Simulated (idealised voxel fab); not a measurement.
The following is a process module called voxel air gaps.
Section shown: cut. Width: 205 nm. Cell size: 5 nm, square.
The cross-sections in this document take the form of a grid made of square cells. They are written out as bands, in order from top to bottom. Each band consists of one or more rows of cells. Within each band entry, the heights of the top and of the bottom of the band appear first, in that order and in nm; the materials of the band then follow from left to right, each with its corresponding width in nm. The designation "all across" on a single material indicates that it fills the band from edge to edge; the designation "air" indicates empty space. For the purposes of this specification, 0 denotes the height below which the wafer in its as-received condition is composed wholly of one material, and the lowermost band, lacking a lower limit, extends downward without end, as expressed in "0..down". The expression "30 to 40" gives the width at the extremes of the band, the first number at its top row of cells and the second at its bottom row, with the width changing by equal amounts from each row to the next in between. Key: "no modifications" - step with no changed cell in the cross-section. Any empty space of 8 cells or more lacking an open way to the top shows up in "Trapped voids" as width x height at distance, distance from the left edge, in nm. On a step's line, text after the settings is the simulator commenting on that step. "overlay nm", when on a step's line for a step with a mask, measures how far to the right of its planned place the mask lay; a negative measure means to the left.
PLAN
- 1: RECEIVE,material Si
- 2: CONFORMAL_DEP,material SiO2,thk nm 5
- 3: CONFORMAL_DEP,material SiN,thk nm 5
- 4: DIRECTIONAL_DEP,material SiO2,thk nm 40
- 5: PATTERN,tone open,mask id LINES,material resist,width nm 15,pitch nm 40,thk nm 20,overlay nm 0
- 6: DIRECTIONAL_ETCH,etch materials SiO2,depth nm 40
- 7: STRIP,etch materials resist
- 8: CONFORMAL_DEP,material TiN,thk nm 5
- 9: FILL_DEP,material Cu,thk nm 5
- 10: CMP,height nm 55
- 11: EPI,material Ru,thk nm 10
- 12: SELECTIVE_ETCH,etch materials SiO2,depth nm 50
- 13: CONFORMAL_DEP,material SiN,thk nm 5
The plan's step 2 thk nm is the first wafer's value; the wafers differ in this setting and start identical.
SECTIONAL VIEW: FIRST OF SEVERAL WAFERS, AS RECEIVED, AFTER STEP 1
    0..down  Si all across
    Trapped voids: none
FIRST OF SEVERAL WAFERS, SECTIONED AT END OF MODULE (LAST STEP: STEP 13)
    70..65  SiN all across
    65..55  Ru all across
    55..50  TiN 60 nm, then Cu 5 nm, then TiN 35 nm, then Cu 5 nm, then TiN 35 nm, then Cu 5 nm, then TiN 60 nm
    50..15  SiO2 55 nm, then TiN 5 nm, then Cu 5 nm, then TiN 5 nm, then SiO2 25 nm, then TiN 5 nm, then Cu 5 nm, then TiN 5 nm, then SiO2 25 nm, then TiN 5 nm, then Cu 5 nm, then TiN 5 nm, then SiO2 55 nm
    15..10  SiO2 55 nm, then TiN 15 nm, then SiO2 25 nm, then TiN 15 nm, then SiO2 25 nm, then TiN 15 nm, then SiO2 55 nm
    10..5  SiN all across
    5..0  SiO2 all across
    0..down  Si all across
    Trapped voids: none
CROSS-SECTIONAL VIEW OF THE FINAL WAFER OF SEVERAL AT THE MODULE'S END
    70..65  air 40 nm, then SiN 125 nm, then air 40 nm
    65..55  air 40 nm, then SiN 5 nm, then Ru 35 nm, then SiN 5 nm, then Ru 35 nm, then SiN 5 nm, then Ru 35 nm, then SiN 5 nm, then air 40 nm
    55..50  air 40 nm, then SiN 15 nm, then TiN 5 nm, then Cu 5 nm, then TiN 5 nm, then SiN 25 nm, then TiN 5 nm, then Cu 5 nm, then TiN 5 nm, then SiN 25 nm, then TiN 5 nm, then Cu 5 nm, then TiN 5 nm, then SiN 15 nm, then air 40 nm
    50..35  air 50 nm, then SiN 5 nm, then TiN 5 nm, then Cu 5 nm, then TiN 5 nm, then SiN 5 nm, then air 15 nm, then SiN 5 nm, then TiN 5 nm, then Cu 5 nm, then TiN 5 nm, then SiN 5 nm, then air 15 nm, then SiN 5 nm, then TiN 5 nm, then Cu 5 nm, then TiN 5 nm, then SiN 5 nm, then air 50 nm
    35..30  SiN 55 nm, then TiN 15 nm, then SiN 25 nm, then TiN 15 nm, then SiN 25 nm, then TiN 15 nm, then SiN 55 nm
    30..25  SiN all across
    25..0  SiO2 all across
    0..down  Si all across
    Trapped voids: 15 x 15 at 75; 15 x 15 at 115
TAKE ANY ROW AND YOU HAVE A WAFER AT THE END OF THE MODULE: HOW MANY CELLS OF EACH MATERIAL IT HAS GAINED (+) OR LOST (-) SINCE IT WAS RECEIVED, AND THEN ITS CLOSED VOIDS
thk nm 5; +24 Cu; +82 Ru; +82 SiN; +297 SiO2; +89 TiN; Trapped voids: none
thk nm 10; +21 Cu; +42 Ru; +158 SiN; +82 SiO2; +51 TiN; Trapped voids: 15 x 30 at 75; 15 x 30 at 115
thk nm 15; +18 Cu; +42 Ru; +152 SiN; +123 SiO2; +45 TiN; Trapped voids: 15 x 25 at 75; 15 x 25 at 115
thk nm 20; +15 Cu; +42 Ru; +146 SiN; +164 SiO2; +39 TiN; Trapped voids: 15 x 20 at 75; 15 x 20 at 115
thk nm 25; +12 Cu; +42 Ru; +140 SiN; +205 SiO2; +33 TiN; Trapped voids: 15 x 15 at 75; 15 x 15 at 115
